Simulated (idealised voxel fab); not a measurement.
Process module, titled voxel capacitor over wiring
Cross-section cut spans 300 nm and uses square cells 5 nm in size.
Cross-section = grid of square cells, listed top down in bands; band = one or more rows. The band entry comprises the height of the band's top followed by the height of its bottom, expressed in nm, and subsequently the band's materials from left to right, each stated together with its width in nm. Where a single material is marked with the word "throughout", that material fills the band from edge to edge. The word "empty" represents empty space. Where do heights start? At 0: under that level the wafer as delivered is made of one material only. And the lowest band has no floor; it just carries on downward, as in "from 0 down". Graded width ("30->40"): value in top row of band = first number; value in bottom row = second number; row-to-row change constant. Where a step carries "nothing was modified", the cross-section came out of it unchanged, cell for cell. "Enclosed empty spaces" contains a list of empty spaces, each no smaller than 8 cells and without an open way to the top, written in the form width x height at distance with the distance from the left edge and all three in nm. Text after the settings on a step's line: the simulator's own remark on that step. overlay nm: mask right of planned place by this much (step with mask). Neg. = left.
Planned process steps:
1 RECEIVE, material Si
2 CONFORMAL_DEP, material SiO2, thk nm 15
3 CONFORMAL_DEP, material SiCN, thk nm 5
4 DIRECTIONAL_DEP, material SiO2, thk nm 20
5 DIRECTIONAL_DEP, material aC, thk nm 15
6 PATTERN, tone open, mask id METAL_1, material resist, width nm 25, pitch nm 80, thk nm 30, overlay nm 0
7 DIRECTIONAL_ETCH, etch materials aC, depth nm 15
8 STRIP, etch materials resist
9 DIRECTIONAL_ETCH, etch materials SiO2, depth nm 20
10 DIRECTIONAL_ETCH, etch materials SiCN, depth nm 5
11 STRIP, etch materials aC
12 CONFORMAL_DEP, material TiN, thk nm 5
13 FILL_DEP, material W, thk nm 5
14 CMP, height nm 40
15 CONFORMAL_DEP, material SiCN, thk nm 5
16 DIRECTIONAL_DEP, material SiO2, thk nm 10
17 PATTERN, tone open, mask id PLUG_1, material resist, width nm 15, thk nm 20, overlay nm 0
18 DIRECTIONAL_ETCH, etch materials SiO2, depth nm 10
19 DIRECTIONAL_ETCH, etch materials SiCN, depth nm 5
20 STRIP, etch materials resist
21 CONFORMAL_DEP, material TiN, thk nm 5
22 FILL_DEP, material Ru, thk nm 10
23 CMP, height nm 55
24 DIRECTIONAL_DEP, material TiN, thk nm 5
25 DIRECTIONAL_DEP, material HfO2, thk nm 5
26 DIRECTIONAL_DEP, material TiN, thk nm 5
27 MASKED_ETCH, tone cover, mask id UPPER_PLATE, width nm 60, etch materials TiN, depth nm 5, overlay nm 0
28 MASKED_ETCH, tone cover, mask id UPPER_PLATE, width nm 60, etch materials HfO2, depth nm 5, overlay nm 0
29 MASKED_ETCH, tone cover, mask id LOWER_PLATE, width nm 70, etch materials TiN, depth nm 5, overlay nm 0
30 FILL_DEP, material SiO2, thk nm 20
31 CMP, height nm 85
32 MASKED_ETCH, tone open, mask id PLUG_2, width nm 15, etch materials SiO2, depth nm 15, overlay nm 0
33 CONFORMAL_DEP, material TiN, thk nm 5
34 FILL_DEP, material Ru, thk nm 5
35 CMP, height nm 85
36 CONFORMAL_DEP, material SiCN, thk nm 5
Keep in mind the plan's value for the width nm of step 17 comes from the first wafer; the wafers don't share that setting, but they do share the same starting point.
The first of several wafers as received, shown in cross-section; this is its state after step 1:
	from 0 down | Si throughout
	Enclosed empty spaces: none
First wafer of several, cross-section, module end, after step 36 (last):
	from 90 to 85 | SiCN throughout
	from 85 to 75 | 115 of SiO2 | 5 of TiN | 5 of Ru | 5 of TiN | 170 of SiO2
	from 75 to 65 | 115->105 of SiO2 | 15->60 of TiN | 170->135 of SiO2
	from 65 to 60 | 105 of SiO2 | 60 of HfO2 | 135 of SiO2
	from 60 to 55 | 100 of SiO2 | 70 of TiN | 130 of SiO2
	from 55 to 45 | 105 of SiO2 | 5 of TiN | 5 of Ru | 5 of TiN | 180 of SiO2
	from 45 to 40 | 105 of SiCN | 15 of TiN | 180 of SiCN
	from 40 to 20 | 95 of SiO2 | 5 of TiN | 15 of W | 5 of TiN | 55 of SiO2 | 5 of TiN | 15 of W | 5 of TiN | 100 of SiO2
	from 20 to 15 | 95 of SiCN | 25 of TiN | 55 of SiCN | 25 of TiN | 100 of SiCN
	from 15 to 0 | SiO2 throughout
	from 0 down | Si throughout
	Enclosed empty spaces: none
So this is the cross-section on the last wafer at the end of the module:
	from 90 to 85 | SiCN throughout
	from 85 to 75 | 115 of SiO2 | 5 of TiN | 5 of Ru | 5 of TiN | 170 of SiO2
	from 75 to 65 | 115->105 of SiO2 | 15->60 of TiN | 170->135 of SiO2
	from 65 to 60 | 105 of SiO2 | 60 of HfO2 | 135 of SiO2
	from 60 to 55 | 100 of SiO2 | 70 of TiN | 130 of SiO2
	from 55 to 45 | 100 of SiO2 | 5 of TiN | 20 of Ru | 5 of TiN | 170 of SiO2
	from 45 to 40 | 100 of SiCN | 30 of TiN | 170 of SiCN
	from 40 to 20 | 95 of SiO2 | 5 of TiN | 15 of W | 5 of TiN | 55 of SiO2 | 5 of TiN | 15 of W | 5 of TiN | 100 of SiO2
	from 20 to 15 | 95 of SiCN | 25 of TiN | 55 of SiCN | 25 of TiN | 100 of SiCN
	from 15 to 0 | SiO2 throughout
	from 0 down | Si throughout
	Enclosed empty spaces: none
Note: the following table is arranged by wafer, a row apiece. Each row reports the end-of-module state: per material, cells gained (+) or cells lost (-) compared with the wafer as received; closed voids follow:
width nm 15, +12 HfO2, +4 Ru, +167 SiCN, +807 SiO2, +66 TiN, +24 W, Enclosed empty spaces: none
width nm 20, +12 HfO2, +6 Ru, +166 SiCN, +805 SiO2, +67 TiN, +24 W, Enclosed empty spaces: none
width nm 25, +12 HfO2, +8 Ru, +165 SiCN, +803 SiO2, +68 TiN, +24 W, Enclosed empty spaces: none
width nm 30, +12 HfO2, +10 Ru, +164 SiCN, +801 SiO2, +69 TiN, +24 W, Enclosed empty spaces: none
